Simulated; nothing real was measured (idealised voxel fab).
process module | voxel transistor to metal
cross-section cut | 250 nm wide | cells 5 nm
A cross-section is a grid of square cells, given in bands from the top down. A band is one or more rows of cells.
Each band's line starts with the height of the band's top and of its bottom, in nm. Then come its materials from left to right, each with its width in nm. One material with "throughout" fills the band from edge to edge. "air" is empty space.
Height 0 is the level under which the wafer as received is all one material. The lowest band goes on downwards, as in "0 down".
A width such as "30 to 40" changes by the same amount from each row of cells to the next, from the band's top row to its bottom row.
"no change" after a step means that no cell of the cross-section changed.
closed voids: empty space of 8 cells or more with no open way to the top, each as width x height at its distance from the left edge, in nm
after a step's settings: what the simulator itself notes on the step
overlay nm, on a step with a mask: how far to the right of its planned place the mask lay; to the left if negative
plan
1 op RECEIVE | material Si
2 op CONFORMAL_DEP | material SiO2 | thk nm 5
3 op CONFORMAL_DEP | material SiN | thk nm 10
4 op PATTERN | tone cover | mask id ACTIVE | material resist | width nm 95 | pitch nm 125 | thk nm 15 | overlay nm 0
5 op DIRECTIONAL_ETCH | etch materials SiN | depth nm 10
6 op DIRECTIONAL_ETCH | etch materials SiO2 | depth nm 5
7 op DIRECTIONAL_ETCH | etch materials Si | depth nm 25
8 op STRIP | etch materials resist
9 op FILL_DEP | material SiO2 | thk nm 5
10 op CMP | height nm 15
11 op SELECTIVE_ETCH | etch materials SiO2 | depth nm 5
12 op STRIP | etch materials SiN
13 op SELECTIVE_ETCH | etch materials SiO2 | depth nm 5
14 op OXIDIZE | depth nm 5
15 op DIRECTIONAL_DEP | material polySi | thk nm 25
16 op DIRECTIONAL_DEP | material SiCN | thk nm 15
17 op PATTERN | tone cover | mask id GATE | material resist | width nm 25 | pitch nm 125 | thk nm 20 | overlay nm 0
18 op DIRECTIONAL_ETCH | etch materials SiCN | depth nm 25
19 op DIRECTIONAL_ETCH | etch materials polySi | depth nm 35
20 op STRIP | etch materials resist
21 op CONFORMAL_DEP | material SiO2 | thk nm 5
22 op DIRECTIONAL_ETCH | etch materials SiO2 | depth nm 5
23 op CONFORMAL_DEP | material SiN | thk nm 10
24 op DIRECTIONAL_ETCH | etch materials SiN | depth nm 10
25 op DIRECTIONAL_ETCH | etch materials SiO2 | depth nm 5
26 op DIRECTIONAL_ETCH | etch materials Si | depth nm 5
27 op EPI | material pSi | thk nm 10
28 op FILL_DEP | material SiO2 | thk nm 10
29 op CMP | height nm 40
30 op DIRECTIONAL_DEP | material SiO2 | thk nm 15
31 op DIRECTIONAL_DEP | material aC | thk nm 10
32 op PATTERN | tone open | mask id CONTACT | material resist | width nm 25 | thk nm 25 | overlay nm 0
33 op DIRECTIONAL_ETCH | etch materials aC | depth nm 10
34 op STRIP | etch materials resist
35 op DIRECTIONAL_ETCH | etch materials SiO2 | depth nm 50
36 op STRIP | etch materials aC
37 op CONFORMAL_DEP | material TiN | thk nm 5
38 op FILL_DEP | material Ru | thk nm 5
39 op CMP | height nm 55
40 op DIRECTIONAL_DEP | material TiN | thk nm 5
41 op DIRECTIONAL_DEP | material Ru | thk nm 25
42 op MASKED_ETCH | tone cover | mask id METAL_1 | width nm 15 | etch materials Ru | depth nm 25 | overlay nm 0
43 op MASKED_ETCH | tone cover | mask id METAL_1 | width nm 15 | etch materials TiN | depth nm 5 | overlay nm 0
44 op CONFORMAL_DEP | material SiN | thk nm 5
45 op FILL_DEP | material lowk | thk nm 10
46 op CMP | height nm 85
47 op CONFORMAL_DEP | material SiCN | thk nm 5
48 op DIRECTIONAL_DEP | material lowk | thk nm 30
49 op MASKED_ETCH | tone open | mask id METAL_2 | width nm 15 | pitch nm 125 | etch materials lowk | depth nm 20 | overlay nm 0
50 op DIRECTIONAL_DEP | material aC | thk nm 15
51 op PATTERN | tone open | mask id METAL_2_HOLES | material resist | width nm 15 | pitch nm 125 | thk nm 30 | overlay nm 0
52 op DIRECTIONAL_ETCH | etch materials aC | depth nm 15
53 op STRIP | etch materials resist
54 op DIRECTIONAL_ETCH | etch materials lowk | depth nm 10
55 op DIRECTIONAL_ETCH | etch materials SiCN | depth nm 5
56 op STRIP | etch materials aC
57 op CONFORMAL_DEP | material TiN | thk nm 5
58 op FILL_DEP | material Ru | thk nm 5
59 op CMP | height nm 120
60 op CONFORMAL_DEP | material SiN | thk nm 5
as received, after step 1
  0 down: Si throughout
  closed voids: none
first wafer at the end, as planned
  125 to 120: SiN throughout
  120 to 90: lowk 20 | TiN 5 | Ru 5 | TiN 5 | lowk 110 | TiN 5 | Ru 5 | TiN 5 | lowk 90
  90 to 85: SiCN 20 | TiN 15 | SiCN 110 | TiN 15 | SiCN 90
  85 to 60: lowk 15 | SiN 5 | Ru 15 | SiN 5 | lowk 45 | SiN 5 | Ru 15 | SiN 5 | lowk 30 | SiN 5 | Ru 15 | SiN 5 | lowk 45 | SiN 5 | Ru 15 | SiN 5 | lowk 15
  60 to 55: SiN 20 | TiN 15 | SiN 55 | TiN 15 | SiN 40 | TiN 15 | SiN 55 | TiN 15 | SiN 20
  55 to 45: SiO2 20 | TiN 5 | Ru 15 | TiN 5 | SiO2 35 | TiN 5 | Ru 15 | TiN 5 | SiO2 40 | TiN 5 | Ru 15 | TiN 5 | SiO2 35 | TiN 5 | Ru 15 | TiN 5 | SiO2 20
  45 to 40: SiO2 20 | TiN 5 | Ru 5 | TiN 15 | SiO2 35 | TiN 15 | Ru 5 | TiN 5 | SiO2 40 | TiN 5 | Ru 5 | TiN 15 | SiO2 35 | TiN 15 | Ru 5 | TiN 5 | SiO2 20
  40 to 25: SiO2 20 | TiN 5 | Ru 5 | TiN 5 | SiN 10 | SiO2 5 | SiCN 25 | SiO2 5 | SiN 10 | TiN 5 | Ru 5 | TiN 5 | SiO2 40 | TiN 5 | Ru 5 | TiN 5 | SiN 10 | SiO2 5 | SiCN 25 | SiO2 5 | SiN 10 | TiN 5 | Ru 5 | TiN 5 | SiO2 20
  25 to 10: SiO2 20 | TiN 5 | Ru 5 | TiN 5 | SiN 10 | SiO2 5 | polySi 25 | SiO2 5 | SiN 10 | TiN 5 | Ru 5 | TiN 5 | SiO2 40 | TiN 5 | Ru 5 | TiN 5 | SiN 10 | SiO2 5 | polySi 25 | SiO2 5 | SiN 10 | TiN 5 | Ru 5 | TiN 5 | SiO2 20
  10 to 5: SiO2 20 | TiN 15 | SiN 10 | SiO2 5 | polySi 25 | SiO2 5 | SiN 10 | TiN 15 | SiO2 40 | TiN 15 | SiN 10 | SiO2 5 | polySi 25 | SiO2 5 | SiN 10 | TiN 15 | SiO2 20
  5 to 0: SiO2 15 | SiN 10 | pSi 10 | SiN 10 | SiO2 5 | polySi 25 | SiO2 5 | SiN 10 | pSi 10 | SiN 10 | SiO2 30 | SiN 10 | pSi 10 | SiN 10 | SiO2 5 | polySi 25 | SiO2 5 | SiN 10 | pSi 10 | SiN 10 | SiO2 15
  0 to -5: SiO2 25 | pSi 10 | SiO2 55 | pSi 10 | SiO2 50 | pSi 10 | SiO2 55 | pSi 10 | SiO2 25
  -5 to -10: SiO2 15 | Si 10 | pSi 10 | Si 55 | pSi 10 | Si 10 | SiO2 30 | Si 10 | pSi 10 | Si 55 | pSi 10 | Si 10 | SiO2 15
  -10 to -25: SiO2 15 | Si 95 | SiO2 30 | Si 95 | SiO2 15
  -25 down: Si throughout
  closed voids: none
second wafer at the end: like start, like plan, one mistake
  125 to 120: SiN throughout
  120 to 90: lowk 20 | TiN 5 | Ru 5 | TiN 5 | lowk 110 | TiN 5 | Ru 5 | TiN 5 | lowk 90
  90 to 85: SiCN 20 | TiN 15 | SiCN 110 | TiN 15 | SiCN 90
  85 to 60: lowk 15 | SiN 5 | Ru 15 | SiN 5 | lowk 45 | SiN 5 | Ru 15 | SiN 5 | lowk 30 | SiN 5 | Ru 15 | SiN 5 | lowk 45 | SiN 5 | Ru 15 | SiN 5 | lowk 15
  60 to 55: SiN 20 | TiN 15 | SiN 55 | TiN 15 | SiN 40 | TiN 15 | SiN 55 | TiN 15 | SiN 20
  55 to 45: SiO2 25 | TiN 5 | Ru 10 | TiN 5 | SiO2 40 | TiN 5 | Ru 10 | TiN 5 | SiO2 45 | TiN 5 | Ru 10 | TiN 5 | SiO2 40 | TiN 5 | Ru 10 | TiN 5 | SiO2 20
  45 to 40: SiO2 25 | TiN 20 | SiO2 40 | TiN 10 | Ru 5 | TiN 5 | SiO2 45 | TiN 20 | SiO2 40 | TiN 10 | Ru 5 | TiN 5 | SiO2 20
  40 to 25: SiO2 25 | TiN 10 | SiN 10 | SiO2 5 | SiCN 25 | SiO2 5 | SiN 10 | TiN 5 | Ru 5 | TiN 5 | SiO2 45 | TiN 10 | SiN 10 | SiO2 5 | SiCN 25 | SiO2 5 | SiN 10 | TiN 5 | Ru 5 | TiN 5 | SiO2 20
  25 to 10: SiO2 25 | TiN 10 | SiN 10 | SiO2 5 | polySi 25 | SiO2 5 | SiN 10 | TiN 5 | Ru 5 | TiN 5 | SiO2 45 | TiN 10 | SiN 10 | SiO2 5 | polySi 25 | SiO2 5 | SiN 10 | TiN 5 | Ru 5 | TiN 5 | SiO2 20
  10 to 5: SiO2 25 | TiN 10 | SiN 10 | SiO2 5 | polySi 25 | SiO2 5 | SiN 10 | TiN 15 | SiO2 45 | TiN 10 | SiN 10 | SiO2 5 | polySi 25 | SiO2 5 | SiN 10 | TiN 15 | SiO2 20
  5 to 0: SiO2 15 | SiN 10 | pSi 10 | SiN 10 | SiO2 5 | polySi 25 | SiO2 5 | SiN 10 | pSi 10 | SiN 10 | SiO2 30 | SiN 10 | pSi 10 | SiN 10 | SiO2 5 | polySi 25 | SiO2 5 | SiN 10 | pSi 10 | SiN 10 | SiO2 15
  0 to -5: SiO2 25 | pSi 10 | SiO2 55 | pSi 10 | SiO2 50 | pSi 10 | SiO2 55 | pSi 10 | SiO2 25
  -5 to -10: SiO2 15 | Si 10 | pSi 10 | Si 55 | pSi 10 | Si 10 | SiO2 30 | Si 10 | pSi 10 | Si 55 | pSi 10 | Si 10 | SiO2 15
  -10 to -25: SiO2 15 | Si 95 | SiO2 30 | Si 95 | SiO2 15
  -25 down: Si throughout
  closed voids: none
what went wrong: step 32 ran as: op PATTERN | tone open | mask id CONTACT | material resist | width nm 20 | thk nm 25 | overlay nm 0
at the end the second wafer has, in cells: 22 fewer of Ru | 26 more of SiO2 | 4 fewer of TiN
